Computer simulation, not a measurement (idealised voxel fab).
This is a process module. Its name is voxel transistor to metal.
Pictured: cross-section cut, 185 nm wide, on a grid of 5 nm square cells.
Cross-section spec: square-cell grid; bands listed top down; each band is one or more rows. Heads up on the band format: heights come first, top then bottom, in nm. After that it's the materials left to right, each with its width in nm. A single material flagged "full width" fills the whole band edge to edge, and "empty" means there's empty space there. Convention: height 0 is the level below which the wafer, as received, is all one material. The lowest band does not terminate at the bottom but continues downward, represented as "0 down". Per-row width for "30 to 40": begins at first number (top row of band), ends at second number (bottom row), increment between rows held constant. Any step labelled "all unchanged" changed none of the cells in the cross-section. "Closed voids list" enumerates empty spaces isolated from the top, with no open way to it, that contain at least 8 cells, giving each as width x height at distance from the left edge, all three in nm. On each step's line, the part that comes after the settings is the simulator's own comment on the step. "overlay nm" on a masked step: distance the mask lay right of its planned place, negative for left. How should the pairs below be read? Each gives the cross-section before one process step and the cross-section after it, the latter drawn only to the lowest band that changed; the step that lies between them, with its settings, appears under the pair. Does a pair pick up where the pair above left off? Only where its entry headed "Before-step section" says so, since pairs can come from different runs of this module on the same starting wafer.
**Before-step section**
* 115 to 105: Cu full width
* 105 to 100: TiN (50) / Cu (5) / TiN (70) / Cu (5) / TiN (55)
* 100 to 65: lowk (45) / TiN (5) / Cu (5) / TiN (5) / lowk (60) / TiN (5) / Cu (5) / TiN (5) / lowk (50)
* 65 to 60: SiCN (45) / TiN (15) / SiCN (60) / TiN (15) / SiCN (50)
* 60 to 45: lowk (45) / TiN (5) / Cu (5) / TiN (5) / lowk (60) / TiN (5) / Cu (5) / TiN (5) / lowk (50)
* 45 to 40: SiCN (45) / TiN (15) / SiCN (60) / TiN (15) / SiCN (50)
* 40 to 25: SiO2 (45) / TiN (5) / W (5) / TiN (5) / SiO2 (60) / TiN (5) / W (5) / TiN (5) / SiO2 (50)
* 25 to 5: SiO2 (45) / TiN (5) / W (5) / TiN (5) / SiO2 (10) / SiN (5) / HfO2 (5) / TiN (5) / W (10) / TiN (5) / HfO2 (5) / SiN (5) / SiO2 (10) / TiN (5) / W (5) / TiN (5) / SiO2 (50)
* 5 to 0: SiO2 (35) / SiN (5) / SiO2 (5) / TiN (5) / W (5) / TiN (5) / SiO2 (10) / SiN (5) / HfO2 (5) / TiN (20) / HfO2 (5) / SiN (5) / SiO2 (10) / TiN (5) / W (5) / TiN (5) / SiO2 (5) / SiN (5) / SiO2 (40)
* 0 to -5: SiO2 (45) / TiN (15) / SiO2 (10) / HfO2 (40) / SiO2 (10) / TiN (15) / SiO2 (50)
* -5 to -15: SiO2 full width
* -15 to -30: SiO2 (45) / Si (90) / SiO2 (50)
* -30 down: Si full width
* Closed voids list: none
**Post-Step Appearance**
* 100 to 65: lowk (45) / TiN (5) / Cu (5) / TiN (5) / lowk (60) / TiN (5) / Cu (5) / TiN (5) / lowk (50)
* Below 65, no change.
* Closed voids list: none
Applied between the two views above: CMP,height nm 100
Before-step section: after-state, pair directly above.
**Post-Step Appearance**
* 105 to 100: SiCN full width
* Below 100, no change.
* Closed voids list: none
Applied between the two views above: CONFORMAL_DEP,material SiCN,thk nm 5
**Before-step section**
* 60 to 45: lowk full width
* 45 to 40: SiCN full width
* 40 to 25: SiO2 (45) / TiN (5) / W (5) / TiN (5) / SiO2 (60) / TiN (5) / W (5) / TiN (5) / SiO2 (50)
* 25 to 5: SiO2 (45) / TiN (5) / W (5) / TiN (5) / SiO2 (10) / SiN (5) / HfO2 (5) / TiN (5) / W (10) / TiN (5) / HfO2 (5) / SiN (5) / SiO2 (10) / TiN (5) / W (5) / TiN (5) / SiO2 (50)
* 5 to 0: SiO2 (35) / SiN (5) / SiO2 (5) / TiN (5) / W (5) / TiN (5) / SiGe (10) / SiN (5) / HfO2 (5) / TiN (20) / HfO2 (5) / SiN (5) / SiGe (10) / TiN (5) / W (5) / TiN (5) / SiO2 (5) / SiN (5) / SiO2 (40)
* 0 to -5: SiO2 (45) / TiN (15) / SiGe (10) / HfO2 (40) / SiGe (10) / TiN (15) / SiO2 (50)
* -5 to -15: SiO2 (45) / SiGe (25) / Si (40) / SiGe (25) / SiO2 (50)
* -15 to -30: SiO2 (45) / Si (90) / SiO2 (50)
* -30 down: Si full width
* Closed voids list: none
**Post-Step Appearance**
* 60 to 45: lowk (40) / empty (25) / lowk (50) / empty (25) / lowk (45)
* Below 45, no change.
* Closed voids list: none
Applied between the two views above: MASKED_ETCH,tone open,mask id METAL_1,width nm 25,pitch nm 75,etch materials lowk,depth nm 15,overlay nm 0
Before-step section: after-state, pair directly above.
**Post-Step Appearance**
* 60 to 45: lowk (40) / empty (25) / lowk (50) / empty (25) / lowk (45)
* 45 to 40: SiCN (45) / empty (15) / SiCN (60) / empty (15) / SiCN (50)
* Below 40, no change.
* Closed voids list: none
Applied between the two views above: MASKED_ETCH,tone open,mask id METAL_1,width nm 15,pitch nm 75,etch materials SiCN,depth nm 5,overlay nm 0
Before-step section: after-state, pair directly above.
**Post-Step Appearance**
* 65 to 60: TiN (45) / empty (15) / TiN (60) / empty (15) / TiN (50)
* 60 to 50: lowk (40) / TiN (5) / empty (15) / TiN (5) / lowk (50) / TiN (5) / empty (15) / TiN (5) / lowk (45)
* 50 to 45: lowk (40) / TiN (10) / empty (5) / TiN (10) / lowk (50) / TiN (10) / empty (5) / TiN (10) / lowk (45)
* 45 to 40: SiCN (45) / TiN (15) / SiCN (60) / TiN (15) / SiCN (50)
* Below 40, no change.
* Closed voids list: none
Applied between the two views above: CONFORMAL_DEP,material TiN,thk nm 5
Before-step section: after-state, pair directly above.
**Post-Step Appearance**
* 70 to 65: Cu full width
* 65 to 60: TiN (45) / Cu (15) / TiN (60) / Cu (15) / TiN (50)
* 60 to 50: lowk (40) / TiN (5) / Cu (15) / TiN (5) / lowk (50) / TiN (5) / Cu (15) / TiN (5) / lowk (45)
* 50 to 45: lowk (40) / TiN (10) / Cu (5) / TiN (10) / lowk (50) / TiN (10) / Cu (5) / TiN (10) / lowk (45)
* Below 45, no change.
* Closed voids list: none
Applied between the two views above: FILL_DEP,material Cu,thk nm 5
Before-step section: after-state, pair directly above.
**Post-Step Appearance**
* 60 to 50: lowk (40) / TiN (5) / Cu (15) / TiN (5) / lowk (50) / TiN (5) / Cu (15) / TiN (5) / lowk (45)
* Below 50, no change.
* Closed voids list: none
Applied between the two views above: CMP,height nm 60
Before-step section: after-state, pair directly above.
**Post-Step Appearance**
* 65 to 60: SiCN full width
* Below 60, no change.
* Closed voids list: none
Applied between the two views above: CONFORMAL_DEP,material SiCN,thk nm 5
Before-step section: after-state, pair directly above.
**Post-Step Appearance**
* 100 to 65: lowk full width
* Below 65, no change.
* Closed voids list: none
Applied between the two views above: DIRECTIONAL_DEP,material lowk,thk nm 35
Before-step section: after-state, pair directly above.
**Post-Step Appearance**
* 110 to 100: aC full width
* Below 100, no change.
* Closed voids list: none
Applied between the two views above: DIRECTIONAL_DEP,material aC,thk nm 10
Before-step section: after-state, pair directly above.
**Post-Step Appearance**
* 135 to 110: resist (45) / empty (15) / resist (60) / empty (15) / resist (50)
* Below 110, no change.
* Closed voids list: none
Applied between the two views above: PATTERN,tone open,mask id METAL_2,material resist,width nm 15,pitch nm 75,thk nm 25,overlay nm 0
Before-step section: after-state, pair directly above.
**Post-Step Appearance**
* 125 to 110: resist (45) / empty (15) / resist (60) / empty (15) / resist (50)
* 110 to 100: aC (45) / empty (15) / aC (60) / empty (15) / aC (50)
* Below 100, no change.
* Closed voids list: none
Applied between the two views above: DIRECTIONAL_ETCH,etch materials aC,depth nm 10
Before-step section: after-state, pair directly above.
**Post-Step Appearance**
* 110 to 100: aC (45) / empty (15) / aC (60) / empty (15) / aC (50)
* Below 100, no change.
* Closed voids list: none
Applied between the two views above: STRIP,etch materials resist
Before-step section: after-state, pair directly above.
**Post-Step Appearance**
* 110 to 100: aC (45) / empty (15) / aC (60) / empty (15) / aC (50)
* 100 to 80: lowk (45) / empty (15) / lowk (60) / empty (15) / lowk (50)
* Below 80, no change.
* Closed voids list: none
Applied between the two views above: DIRECTIONAL_ETCH,etch materials lowk,depth nm 20
Before-step section: after-state, pair directly above.
**Post-Step Appearance**
* 100 to 80: lowk (45) / empty (15) / lowk (60) / empty (15) / lowk (50)
* Below 80, no change.
* Closed voids list: none
Applied between the two views above: STRIP,etch materials aC
Before-step section: after-state, pair directly above.
**Post-Step Appearance**
* 115 to 100: aC (45) / empty (15) / aC (60) / empty (15) / aC (50)
* 100 to 95: lowk (45) / empty (15) / lowk (60) / empty (15) / lowk (50)
* 95 to 80: lowk (45) / aC (15) / lowk (60) / aC (15) / lowk (50)
* Below 80, no change.
* Closed voids list: none
Applied between the two views above: DIRECTIONAL_DEP,material aC,thk nm 15
Before-step section: after-state, pair directly above.
**Post-Step Appearance**
* 145 to 115: resist (45) / empty (15) / resist (60) / empty (15) / resist (50)
* Below 115, no change.
* Closed voids list: none
Applied between the two views above: PATTERN,tone open,mask id METAL_2_HOLES,material resist,width nm 15,pitch nm 75,thk nm 30,overlay nm 0
Before-step section: after-state, pair directly above.
**Post-Step Appearance**
* 130 to 115: resist (45) / empty (15) / resist (60) / empty (15) / resist (50)
* 115 to 100: aC (45) / empty (15) / aC (60) / empty (15) / aC (50)
* 100 to 80: lowk (45) / empty (15) / lowk (60) / empty (15) / lowk (50)
* Below 80, no change.
* Closed voids list: none
Applied between the two views above: DIRECTIONAL_ETCH,etch materials aC,depth nm 15
Before-step section: after-state, pair directly above.
**Post-Step Appearance**
* 115 to 100: aC (45) / empty (15) / aC (60) / empty (15) / aC (50)
* Below 100, no change.
* Closed voids list: none
Applied between the two views above: STRIP,etch materials resist
Before-step section: after-state, pair directly above.
**Post-Step Appearance**
* 115 to 100: aC (45) / empty (15) / aC (60) / empty (15) / aC (50)
* 100 to 65: lowk (45) / empty (15) / lowk (60) / empty (15) / lowk (50)
* Below 65, no change.
* Closed voids list: none
Applied between the two views above: DIRECTIONAL_ETCH,etch materials lowk,depth nm 15
Before-step section: after-state, pair directly above.
**Post-Step Appearance**
* 115 to 100: aC (45) / empty (15) / aC (60) / empty (15) / aC (50)
* 100 to 65: lowk (45) / empty (15) / lowk (60) / empty (15) / lowk (50)
* 65 to 60: SiCN (45) / empty (15) / SiCN (60) / empty (15) / SiCN (50)
* Below 60, no change.
* Closed voids list: none
Applied between the two views above: DIRECTIONAL_ETCH,etch materials SiCN,depth nm 5
Before-step section: after-state, pair directly above.
**Post-Step Appearance**
* 100 to 65: lowk (45) / empty (15) / lowk (60) / empty (15) / lowk (50)
* Below 65, no change.
* Closed voids list: none
Applied between the two views above: STRIP,etch materials aC
Before-step section: after-state, pair directly above.
**Post-Step Appearance**
* 105 to 100: TiN (50) / empty (5) / TiN (70) / empty (5) / TiN (55)
* 100 to 65: lowk (45) / TiN (5) / empty (5) / TiN (5) / lowk (60) / TiN (5) / empty (5) / TiN (5) / lowk (50)
* 65 to 60: SiCN (45) / TiN (15) / SiCN (60) / TiN (15) / SiCN (50)
* Below 60, no change.
* Closed voids list: none
Applied between the two views above: CONFORMAL_DEP,material TiN,thk nm 5
Before-step section: after-state, pair directly above.
**Post-Step Appearance**
* 115 to 105: Cu full width
* 105 to 100: TiN (50) / Cu (5) / TiN (70) / Cu (5) / TiN (55)
* 100 to 65: lowk (45) / TiN (5) / Cu (5) / TiN (5) / lowk (60) / TiN (5) / Cu (5) / TiN (5) / lowk (50)
* Below 65, no change.
* Closed voids list: none
Applied between the two views above: FILL_DEP,material Cu,thk nm 10
Before-step section: after-state, pair directly above.
**Post-Step Appearance**
* 100 to 65: lowk (45) / TiN (5) / Cu (5) / TiN (5) / lowk (60) / TiN (5) / Cu (5) / TiN (5) / lowk (50)
* Below 65, no change.
* Closed voids list: none
Applied between the two views above: CMP,height nm 100
Before-step section: after-state, pair directly above.
**Post-Step Appearance**
* 105 to 100: SiCN full width
* Below 100, no change.
* Closed voids list: none
Applied between the two views above: CONFORMAL_DEP,material SiCN,thk nm 5
**Before-step section**
* 115 to 100: aC (45) / empty (15) / aC (60) / empty (15) / aC (50)
* 100 to 95: lowk (45) / empty (15) / lowk (60) / empty (15) / lowk (50)
* 95 to 80: lowk (45) / aC (15) / lowk (60) / aC (15) / lowk (50)
* 80 to 65: lowk full width
* 65 to 60: SiCN full width
* 60 to 45: lowk (45) / TiN (5) / Cu (5) / TiN (5) / lowk (60) / TiN (5) / Cu (5) / TiN (5) / lowk (50)
* 45 to 40: SiCN (45) / TiN (15) / SiCN (60) / TiN (15) / SiCN (50)
* 40 to 25: SiO2 (45) / TiN (5) / W (5) / TiN (5) / SiO2 (60) / TiN (5) / W (5) / TiN (5) / SiO2 (50)
* 25 to 5: SiO2 (45) / TiN (5) / W (5) / TiN (5) / SiO2 (10) / SiN (5) / HfO2 (5) / TiN (5) / W (10) / TiN (5) / HfO2 (5) / SiN (5) / SiO2 (10) / TiN (5) / W (5) / TiN (5) / SiO2 (50)
* 5 to 0: SiO2 (35) / SiN (5) / SiO2 (5) / TiN (5) / W (5) / TiN (5) / SiGe (10) / SiN (5) / HfO2 (5) / TiN (20) / HfO2 (5) / SiN (5) / SiGe (10) / TiN (5) / W (5) / TiN (5) / SiO2 (5) / SiN (5) / SiO2 (40)
* 0 to -5: SiO2 (45) / TiN (15) / SiGe (10) / HfO2 (40) / SiGe (10) / TiN (15) / SiO2 (50)
* -5 to -15: SiO2 (45) / SiGe (25) / Si (40) / SiGe (25) / SiO2 (50)
* -15 to -30: SiO2 (45) / Si (90) / SiO2 (50)
* -30 down: Si full width
* Closed voids list: none
**Post-Step Appearance**
* 145 to 115: resist (55) / empty (15) / resist (60) / empty (15) / resist (40)
* 115 to 100: aC (45) / resist (10) / empty (5) / aC (60) / resist (10) / empty (5) / aC (50)
* 100 to 95: lowk (45) / resist (10) / empty (5) / lowk (60) / resist (10) / empty (5) / lowk (50)
* Below 95, no change.
* Closed voids list: none
Applied between the two views above: PATTERN,tone open,mask id METAL_2_HOLES,material resist,width nm 15,pitch nm 75,thk nm 30,overlay nm 10
Before-step section: after-state, pair directly above.
**Post-Step Appearance**
* 130 to 115: resist (55) / empty (15) / resist (60) / empty (15) / resist (40)
* 115 to 100: aC (45) / resist (10) / empty (15) / aC (50) / resist (10) / empty (15) / aC (40)
* 100 to 95: lowk (45) / resist (10) / empty (5) / lowk (60) / resist (10) / empty (5) / lowk (50)
* 95 to 80: lowk (45) / aC (10) / empty (5) / lowk (60) / aC (10) / empty (5) / lowk (50)
* Below 80, no change.
* Closed voids list: none
Applied between the two views above: DIRECTIONAL_ETCH,etch materials aC,depth nm 15
Before-step section: after-state, pair directly above.
**Post-Step Appearance**
* 115 to 100: aC (45) / empty (25) / aC (50) / empty (25) / aC (40)
* 100 to 95: lowk (45) / empty (15) / lowk (60) / empty (15) / lowk (50)
* Below 95, no change.
* Closed voids list: none
Applied between the two views above: STRIP,etch materials resist
Before-step section: after-state, pair directly above.
**Post-Step Appearance**
* 115 to 100: aC (45) / empty (25) / aC (50) / empty (25) / aC (40)
* 100 to 95: lowk (45) / empty (25) / lowk (50) / empty (25) / lowk (40)
* 95 to 85: lowk (45) / aC (10) / empty (15) / lowk (50) / aC (10) / empty (15) / lowk (40)
* 85 to 80: lowk (45) / aC (10) / empty (5) / lowk (60) / aC (10) / empty (5) / lowk (50)
* 80 to 65: lowk (55) / empty (5) / lowk (70) / empty (5) / lowk (50)
* Below 65, no change.
* Closed voids list: none
Applied between the two views above: DIRECTIONAL_ETCH,etch materials lowk,depth nm 15
Before-step section: after-state, pair directly above.
**Post-Step Appearance**
* 115 to 100: aC (45) / empty (25) / aC (50) / empty (25) / aC (40)
* 100 to 95: lowk (45) / empty (25) / lowk (50) / empty (25) / lowk (40)
* 95 to 85: lowk (45) / aC (10) / empty (15) / lowk (50) / aC (10) / empty (15) / lowk (40)
* 85 to 80: lowk (45) / aC (10) / empty (5) / lowk (60) / aC (10) / empty (5) / lowk (50)
* 80 to 65: lowk (55) / empty (5) / lowk (70) / empty (5) / lowk (50)
* 65 to 60: SiCN (55) / empty (5) / SiCN (70) / empty (5) / SiCN (50)
* Below 60, no change.
* Closed voids list: none
Applied between the two views above: DIRECTIONAL_ETCH,etch materials SiCN,depth nm 5
Before-step section: after-state, pair directly above.
**Post-Step Appearance**
* 100 to 85: lowk (45) / empty (25) / lowk (50) / empty (25) / lowk (40)
* 85 to 80: lowk (45) / empty (15) / lowk (60) / empty (15) / lowk (50)
* Below 80, no change.
* Closed voids list: none
Applied between the two views above: STRIP,etch materials aC
Before-step section: after-state, pair directly above.
**Post-Step Appearance**
* 105 to 100: TiN (50) / empty (15) / TiN (60) / empty (15) / TiN (45)
* 100 to 90: lowk (45) / TiN (5) / empty (15) / TiN (5) / lowk (50) / TiN (5) / empty (15) / TiN (5) / lowk (40)
* 90 to 85: lowk (45) / TiN (5) / empty (5) / TiN (15) / lowk (50) / TiN (5) / empty (5) / TiN (15) / lowk (40)
* 85 to 80: lowk (45) / TiN (15) / lowk (60) / TiN (15) / lowk (50)
* 80 to 65: lowk (55) / TiN (5) / lowk (70) / TiN (5) / lowk (50)
* 65 to 60: SiCN (55) / TiN (5) / SiCN (70) / TiN (5) / SiCN (50)
* Below 60, no change.
* Closed voids list: none
Applied between the two views above: CONFORMAL_DEP,material TiN,thk nm 5
Before-step section: after-state, pair directly above.
**Post-Step Appearance**
* 115 to 105: Cu full width
* 105 to 100: TiN (50) / Cu (15) / TiN (60) / Cu (15) / TiN (45)
* 100 to 90: lowk (45) / TiN (5) / Cu (15) / TiN (5) / lowk (50) / TiN (5) / Cu (15) / TiN (5) / lowk (40)
* 90 to 85: lowk (45) / TiN (5) / Cu (5) / TiN (15) / lowk (50) / TiN (5) / Cu (5) / TiN (15) / lowk (40)
* Below 85, no change.
* Closed voids list: none
Applied between the two views above: FILL_DEP,material Cu,thk nm 10
Before-step section: after-state, pair directly above.
**Post-Step Appearance**
* 100 to 90: lowk (45) / TiN (5) / Cu (15) / TiN (5) / lowk (50) / TiN (5) / Cu (15) / TiN (5) / lowk (40)
* Below 90, no change.
* Closed voids list: none
Applied between the two views above: CMP,height nm 100
Before-step section: after-state, pair directly above.
**Post-Step Appearance**
* 105 to 100: SiCN full width
* Below 100, no change.
* Closed voids list: none
Applied between the two views above: CONFORMAL_DEP,material SiCN,thk nm 5
**Before-step section**
* 105 to 100: TiN (50) / empty (5) / TiN (70) / empty (5) / TiN (55)
* 100 to 65: lowk (45) / TiN (5) / empty (5) / TiN (5) / lowk (60) / TiN (5) / empty (5) / TiN (5) / lowk (50)
* 65 to 60: SiCN (45) / TiN (15) / SiCN (60) / TiN (15) / SiCN (50)
* 60 to 45: lowk (45) / TiN (5) / Cu (5) / TiN (5) / lowk (60) / TiN (5) / Cu (5) / TiN (5) / lowk (50)
* 45 to 40: SiCN (45) / TiN (15) / SiCN (60) / TiN (15) / SiCN (50)
* 40 to 25: SiO2 (45) / TiN (5) / W (5) / TiN (5) / SiO2 (60) / TiN (5) / W (5) / TiN (5) / SiO2 (50)
* 25 to 5: SiO2 (45) / TiN (5) / W (5) / TiN (5) / SiO2 (10) / SiN (5) / HfO2 (5) / TiN (5) / W (10) / TiN (5) / HfO2 (5) / SiN (5) / SiO2 (10) / TiN (5) / W (5) / TiN (5) / SiO2 (50)
* 5 to 0: SiO2 (35) / SiN (5) / SiO2 (5) / TiN (5) / W (5) / TiN (5) / SiGe (10) / SiN (5) / HfO2 (5) / TiN (20) / HfO2 (5) / SiN (5) / SiGe (10) / TiN (5) / W (5) / TiN (5) / SiO2 (5) / SiN (5) / SiO2 (40)
* 0 to -5: SiO2 (45) / TiN (15) / SiGe (10) / HfO2 (40) / SiGe (10) / TiN (15) / SiO2 (50)
* -5 to -15: SiO2 (45) / SiGe (25) / Si (40) / SiGe (25) / SiO2 (50)
* -15 to -30: SiO2 (45) / Si (90) / SiO2 (50)
* -30 down: Si full width
* Closed voids list: none
**Post-Step Appearance**
* 115 to 105: polySi full width
* 105 to 100: TiN (50) / polySi (5) / TiN (70) / polySi (5) / TiN (55)
* 100 to 65: lowk (45) / TiN (5) / polySi (5) / TiN (5) / lowk (60) / TiN (5) / polySi (5) / TiN (5) / lowk (50)
* Below 65, no change.
* Closed voids list: none
Applied between the two views above: FILL_DEP,material polySi,thk nm 10
Before-step section: after-state, pair directly above.
**Post-Step Appearance**
* 100 to 65: lowk (45) / TiN (5) / polySi (5) / TiN (5) / lowk (60) / TiN (5) / polySi (5) / TiN (5) / lowk (50)
* Below 65, no change.
* Closed voids list: none
Applied between the two views above: CMP,height nm 100
Before-step section: after-state, pair directly above.
**Post-Step Appearance**
* 105 to 100: SiCN full width
* Below 100, no change.
* Closed voids list: none
Applied between the two views above: CONFORMAL_DEP,material SiCN,thk nm 5
**Before-step section**
* 60 to 45: lowk full width
* 45 to 40: SiCN full width
* 40 to 25: SiO2 (45) / TiN (5) / W (5) / TiN (5) / SiO2 (60) / TiN (5) / W (5) / TiN (5) / SiO2 (50)
* 25 to 5: SiO2 (45) / TiN (5) / W (5) / TiN (5) / SiO2 (10) / SiN (5) / HfO2 (5) / TiN (5) / W (10) / TiN (5) / HfO2 (5) / SiN (5) / SiO2 (10) / TiN (5) / W (5) / TiN (5) / SiO2 (50)
* 5 to 0: SiO2 (35) / SiN (5) / SiO2 (5) / TiN (5) / W (5) / TiN (5) / SiGe (10) / SiN (5) / HfO2 (5) / TiN (20) / HfO2 (5) / SiN (5) / SiGe (10) / TiN (5) / W (5) / TiN (5) / SiO2 (5) / SiN (5) / SiO2 (40)
* 0 to -5: SiO2 (45) / TiN (15) / SiGe (10) / HfO2 (40) / SiGe (10) / TiN (15) / SiO2 (50)
* -5 to -15: SiO2 (45) / SiGe (25) / Si (40) / SiGe (25) / SiO2 (50)
* -15 to -30: SiO2 (45) / Si (90) / SiO2 (50)
* -30 down: Si full width
* Closed voids list: none
**Post-Step Appearance**
* 60 to 45: empty (45) / lowk (15) / empty (60) / lowk (15) / empty (50)
* Below 45, no change.
* Closed voids list: none
Applied between the two views above: MASKED_ETCH,tone cover,mask id METAL_1,width nm 15,pitch nm 75,etch materials lowk,depth nm 15,overlay nm 0
Before-step section: after-state, pair directly above.
**Post-Step Appearance**
* 65 to 60: empty (40) / TiN (25) / empty (50) / TiN (25) / empty (45)
* 60 to 50: empty (40) / TiN (5) / lowk (15) / TiN (5) / empty (50) / TiN (5) / lowk (15) / TiN (5) / empty (45)
* 50 to 45: TiN (45) / lowk (15) / TiN (60) / lowk (15) / TiN (50)
* Below 45, no change.
* Closed voids list: none
Applied between the two views above: CONFORMAL_DEP,material TiN,thk nm 5
Before-step section: after-state, pair directly above.
**Post-Step Appearance**
* 70 to 65: Cu full width
* 65 to 60: Cu (40) / TiN (25) / Cu (50) / TiN (25) / Cu (45)
* 60 to 50: Cu (40) / TiN (5) / lowk (15) / TiN (5) / Cu (50) / TiN (5) / lowk (15) / TiN (5) / Cu (45)
* Below 50, no change.
* Closed voids list: none
Applied between the two views above: FILL_DEP,material Cu,thk nm 5
Before-step section: after-state, pair directly above.
**Post-Step Appearance**
* 60 to 50: Cu (40) / TiN (5) / lowk (15) / TiN (5) / Cu (50) / TiN (5) / lowk (15) / TiN (5) / Cu (45)
* Below 50, no change.
* Closed voids list: none
Applied between the two views above: CMP,height nm 60
Before-step section: after-state, pair directly above.
**Post-Step Appearance**
* 65 to 60: SiCN full width
* Below 60, no change.
* Closed voids list: none
Applied between the two views above: CONFORMAL_DEP,material SiCN,thk nm 5
Before-step section: after-state, pair directly above.
**Post-Step Appearance**
* 100 to 65: lowk full width
* Below 65, no change.
* Closed voids list: none
Applied between the two views above: DIRECTIONAL_DEP,material lowk,thk nm 35
Before-step section: after-state, pair directly above.
**Post-Step Appearance**
* 110 to 100: aC full width
* Below 100, no change.
* Closed voids list: none
Applied between the two views above: DIRECTIONAL_DEP,material aC,thk nm 10
Before-step section: after-state, pair directly above.
**Post-Step Appearance**
* 135 to 110: resist (45) / empty (15) / resist (60) / empty (15) / resist (50)
* Below 110, no change.
* Closed voids list: none
Applied between the two views above: PATTERN,tone open,mask id METAL_2,material resist,width nm 15,pitch nm 75,thk nm 25,overlay nm 0
Before-step section: after-state, pair directly above.
**Post-Step Appearance**
* 125 to 110: resist (45) / empty (15) / resist (60) / empty (15) / resist (50)
* 110 to 100: aC (45) / empty (15) / aC (60) / empty (15) / aC (50)
* Below 100, no change.
* Closed voids list: none
Applied between the two views above: DIRECTIONAL_ETCH,etch materials aC,depth nm 10
Before-step section: after-state, pair directly above.
**Post-Step Appearance**
* 110 to 100: aC (45) / empty (15) / aC (60) / empty (15) / aC (50)
* Below 100, no change.
* Closed voids list: none
Applied between the two views above: STRIP,etch materials resist
Before-step section: after-state, pair directly above.
**Post-Step Appearance**
* 110 to 100: aC (45) / empty (15) / aC (60) / empty (15) / aC (50)
* 100 to 80: lowk (45) / empty (15) / lowk (60) / empty (15) / lowk (50)
* Below 80, no change.
* Closed voids list: none
Applied between the two views above: DIRECTIONAL_ETCH,etch materials lowk,depth nm 20
Before-step section: after-state, pair directly above.
**Post-Step Appearance**
* 100 to 80: lowk (45) / empty (15) / lowk (60) / empty (15) / lowk (50)
* Below 80, no change.
* Closed voids list: none
Applied between the two views above: STRIP,etch materials aC
Before-step section: after-state, pair directly above.
**Post-Step Appearance**
* 115 to 100: aC (45) / empty (15) / aC (60) / empty (15) / aC (50)
* 100 to 95: lowk (45) / empty (15) / lowk (60) / empty (15) / lowk (50)
* 95 to 80: lowk (45) / aC (15) / lowk (60) / aC (15) / lowk (50)
* Below 80, no change.
* Closed voids list: none
Applied between the two views above: DIRECTIONAL_DEP,material aC,thk nm 15
Before-step section: after-state, pair directly above.
**Post-Step Appearance**
* 145 to 115: resist (45) / empty (15) / resist (60) / empty (15) / resist (50)
* Below 115, no change.
* Closed voids list: none
Applied between the two views above: PATTERN,tone open,mask id METAL_2_HOLES,material resist,width nm 15,pitch nm 75,thk nm 30,overlay nm 0
Before-step section: after-state, pair directly above.
**Post-Step Appearance**
* 130 to 115: resist (45) / empty (15) / resist (60) / empty (15) / resist (50)
* 115 to 100: aC (45) / empty (15) / aC (60) / empty (15) / aC (50)
* 100 to 80: lowk (45) / empty (15) / lowk (60) / empty (15) / lowk (50)
* Below 80, no change.
* Closed voids list: none
Applied between the two views above: DIRECTIONAL_ETCH,etch materials aC,depth nm 15
Before-step section: after-state, pair directly above.
**Post-Step Appearance**
* 115 to 100: aC (45) / empty (15) / aC (60) / empty (15) / aC (50)
* Below 100, no change.
* Closed voids list: none
Applied between the two views above: STRIP,etch materials resist
Before-step section: after-state, pair directly above.
**Post-Step Appearance**
* 115 to 100: aC (45) / empty (15) / aC (60) / empty (15) / aC (50)
* 100 to 65: lowk (45) / empty (15) / lowk (60) / empty (15) / lowk (50)
* Below 65, no change.
* Closed voids list: none
Applied between the two views above: DIRECTIONAL_ETCH,etch materials lowk,depth nm 15
Before-step section: after-state, pair directly above.
**Post-Step Appearance**
* 115 to 100: aC (45) / empty (15) / aC (60) / empty (15) / aC (50)
* 100 to 65: lowk (45) / empty (15) / lowk (60) / empty (15) / lowk (50)
* 65 to 60: SiCN (45) / empty (15) / SiCN (60) / empty (15) / SiCN (50)
* Below 60, no change.
* Closed voids list: none
Applied between the two views above: DIRECTIONAL_ETCH,etch materials SiCN,depth nm 5
Before-step section: after-state, pair directly above.
**Post-Step Appearance**
* 100 to 65: lowk (45) / empty (15) / lowk (60) / empty (15) / lowk (50)
* Below 65, no change.
* Closed voids list: none
Applied between the two views above: STRIP,etch materials aC
Before-step section: after-state, pair directly above.
**Post-Step Appearance**
* 105 to 100: TiN (50) / empty (5) / TiN (70) / empty (5) / TiN (55)
* 100 to 65: lowk (45) / TiN (5) / empty (5) / TiN (5) / lowk (60) / TiN (5) / empty (5) / TiN (5) / lowk (50)
* 65 to 60: SiCN (45) / TiN (15) / SiCN (60) / TiN (15) / SiCN (50)
* Below 60, no change.
* Closed voids list: none
Applied between the two views above: CONFORMAL_DEP,material TiN,thk nm 5
Before-step section: after-state, pair directly above.
**Post-Step Appearance**
* 115 to 105: Cu full width
* 105 to 100: TiN (50) / Cu (5) / TiN (70) / Cu (5) / TiN (55)
* 100 to 65: lowk (45) / TiN (5) / Cu (5) / TiN (5) / lowk (60) / TiN (5) / Cu (5) / TiN (5) / lowk (50)
* Below 65, no change.
* Closed voids list: none
Applied between the two views above: FILL_DEP,material Cu,thk nm 10
Before-step section: after-state, pair directly above.
**Post-Step Appearance**
* 100 to 65: lowk (45) / TiN (5) / Cu (5) / TiN (5) / lowk (60) / TiN (5) / Cu (5) / TiN (5) / lowk (50)
* Below 65, no change.
* Closed voids list: none
Applied between the two views above: CMP,height nm 100
Before-step section: after-state, pair directly above.
**Post-Step Appearance**
* 105 to 100: SiCN full width
* Below 100, no change.
* Closed voids list: none
Applied between the two views above: CONFORMAL_DEP,material SiCN,thk nm 5
